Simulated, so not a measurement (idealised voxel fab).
Process module heading - voxel released beams
Xsec cut, 225 nm wide, square cell size 5 nm.
The cross-sections in this document take the form of a grid made of square cells. They are written out as bands, in order from top to bottom. Each band consists of one or more rows of cells.
Heights first: top, then bottom, in nm. Then materials, left to right, each with a width in nm. "full width" on a single material: fills the band edge to edge. "air": empty space.
A quick word on heights: they are counted from 0, and under that level the wafer as it came to us is one material throughout. The lowest band is different from the rest in having no bottom; it simply continues downward, written as in "top 0, no bottom".
Width spec "30 to 40" -> top row of cells at first value, bottom row at second value, equal per-row change in between.
No cell of the cross-section changed in a step that is given as "no change".
This entry, "Enclosed void list", enumerates those empty regions of no fewer than 8 cells that possess no open connection to the top. Each region is reported in the form width x height at distance, the distance being taken from the left edge, with all three quantities expressed in nm.
On each step's line, the part that comes after the settings is the simulator's own comment on the step.
overlay nm: how far to the right of its planned place the mask lay on this masked step (negative: to the left).

[plan]
1,RECEIVE with material Si
2,CONFORMAL_DEP with material Al2O3, thk nm 5
3,DIRECTIONAL_DEP with material SiO2, thk nm 15
4,DIRECTIONAL_DEP with material aC, thk nm 10
5,PATTERN with tone open, mask id ANCHOR, material resist, width nm 30, thk nm 25, overlay nm 0
6,DIRECTIONAL_ETCH with etch materials aC, depth nm 10
7,STRIP with etch materials resist
8,DIRECTIONAL_ETCH with etch materials SiO2, depth nm 15
9,STRIP with etch materials aC
10,CONFORMAL_DEP with material W, thk nm 10
11,DIRECTIONAL_DEP with material aC, thk nm 15
12,PATTERN with tone cover, mask id BEAM, material resist, width nm 95, thk nm 30, overlay nm 0
13,DIRECTIONAL_ETCH with etch materials aC, depth nm 15
14,STRIP with etch materials resist
15,DIRECTIONAL_ETCH with etch materials W, depth nm 10
16,STRIP with etch materials aC
17,STRIP with etch materials SiO2

[Cross-section, incoming material, after step 1]
	top 0, no bottom  Si full width
	Enclosed void list: none

[a wafer at the end: this start, this plan, one mistake]
	top 35, bottom 25  60 of air / 95 of W / 70 of air
	top 25, bottom 20  W full width
	top 20, bottom 5  65 of SiO2 / 30 of W / 130 of SiO2
	top 5, bottom 0  Al2O3 full width
	top 0, no bottom  Si full width
	Enclosed void list: none
Nonconformance to the process plan: step 10 was run on a setting that differed from the plan, and what really ran there is CONFORMAL_DEP with material W, thk nm 15
